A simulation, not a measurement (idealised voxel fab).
This is a process module. Its name is voxel capacitor over wiring.
The cross-section on display is named cut; it measures 170 nm wide, and its cells are 5 nm squares.
Cross-section spec: square-cell grid; bands listed top down; each band is one or more rows. In this notation a band is specified by the heights of its top and bottom, in that order and in nm, after which its materials appear from left to right, each paired with its width in nm. The word "throughout" attached to a single material means that material fills the band from edge to edge; the word "empty" stands for empty space. Height datum 0, below which the as-received substrate wafer is one material. Lowest band open at the bottom, running downward: "top 0, no bottom". With a width like "30->40", each row of cells in the band differs from the next by the same amount, the top row carrying the first number and the bottom row the second. Basically "no change occurred" means that step didn't change any cell in the cross-section. Enclosed voids (no open way to top), threshold 8 cells or more, entry "Closed void listing", notation width x height at distance, distance from left edge, nm. The remark found on a step's line after its settings is issued by the simulator itself and pertains to that step. A step line may carry the setting "overlay nm", which, for steps involving a mask, states the distance by which the mask lay to the right of its intended position; negative values denote displacement to the left.
Process steps - plan
1 RECEIVE (material Si)
2 CONFORMAL_DEP (material SiO2; thk nm 10)
3 CONFORMAL_DEP (material SiN; thk nm 5)
4 DIRECTIONAL_DEP (material lowk; thk nm 20)
5 PATTERN (tone open; mask id METAL_1; material resist; width nm 25; pitch nm 90; thk nm 20; overlay nm 0)
6 DIRECTIONAL_ETCH (etch materials lowk; depth nm 20)
7 DIRECTIONAL_ETCH (etch materials SiN; depth nm 5)
8 STRIP (etch materials resist)
9 CONFORMAL_DEP (material TiN; thk nm 5)
10 FILL_DEP (material Ru; thk nm 5)
11 CMP (height nm 35)
12 CONFORMAL_DEP (material SiCN; thk nm 5)
13 DIRECTIONAL_DEP (material lowk; thk nm 20)
14 MASKED_ETCH (tone open; mask id PLUG_1; width nm 15; etch materials lowk; depth nm 20; overlay nm 0)
15 MASKED_ETCH (tone open; mask id PLUG_1; width nm 15; etch materials SiCN; depth nm 5; overlay nm 0)
16 CONFORMAL_DEP (material TiN; thk nm 5)
17 FILL_DEP (material Ru; thk nm 5)
18 CMP (height nm 60)
19 DIRECTIONAL_DEP (material TiN; thk nm 5)
20 DIRECTIONAL_DEP (material SiN; thk nm 5)
21 DIRECTIONAL_DEP (material TiN; thk nm 10)
22 MASKED_ETCH (tone cover; mask id UPPER_PLATE; width nm 70; etch materials TiN; depth nm 10; overlay nm 0)
23 MASKED_ETCH (tone cover; mask id UPPER_PLATE; width nm 70; etch materials SiN; depth nm 5; overlay nm 0)
24 MASKED_ETCH (tone cover; mask id LOWER_PLATE; width nm 80; etch materials TiN; depth nm 5; overlay nm 0)
25 FILL_DEP (material SiO2; thk nm 20)
26 CMP (height nm 95)
27 PATTERN (tone open; mask id PLUG_2; material resist; width nm 15; thk nm 15; overlay nm 0)
28 DIRECTIONAL_ETCH (etch materials SiO2; depth nm 15)
29 STRIP (etch materials resist)
30 CONFORMAL_DEP (material TiN; thk nm 5)
31 FILL_DEP (material Ru; thk nm 5)
32 CMP (height nm 95)
33 CONFORMAL_DEP (material SiCN; thk nm 5)
Cross-sectional view of the wafer in its as-received condition, corresponding to the state after step 1
* top 0, no bottom  Si throughout
* Closed void listing: none
Wafer cross-section at end of module: start and plan as shown above, one execution error
* top 100, bottom 95  SiCN throughout
* top 95, bottom 85  45 of SiO2  5 of TiN  5 of Ru  5 of TiN  110 of SiO2
* top 85, bottom 80  45 of SiO2  15 of TiN  110 of SiO2
* top 80, bottom 70  35 of SiO2  70 of TiN  65 of SiO2
* top 70, bottom 65  35 of SiO2  70 of SiN  65 of SiO2
* top 65, bottom 60  30 of SiO2  80 of TiN  60 of SiO2
* top 60, bottom 40  35 of lowk  5 of TiN  5 of Ru  5 of TiN  120 of lowk
* top 40, bottom 35  35 of SiCN  15 of TiN  120 of SiCN
* top 35, bottom 30  30 of TiN  15 of Ru  75 of TiN  15 of Ru  35 of TiN
* top 30, bottom 15  25 of lowk  5 of TiN  15 of Ru  5 of TiN  65 of lowk  5 of TiN  15 of Ru  5 of TiN  30 of lowk
* top 15, bottom 10  25 of lowk  25 of TiN  65 of lowk  25 of TiN  30 of lowk
* top 10, bottom 0  SiO2 throughout
* top 0, no bottom  Si throughout
* Closed void listing: none
What went wrong in running the wafer? plan step 3: skipped, not run
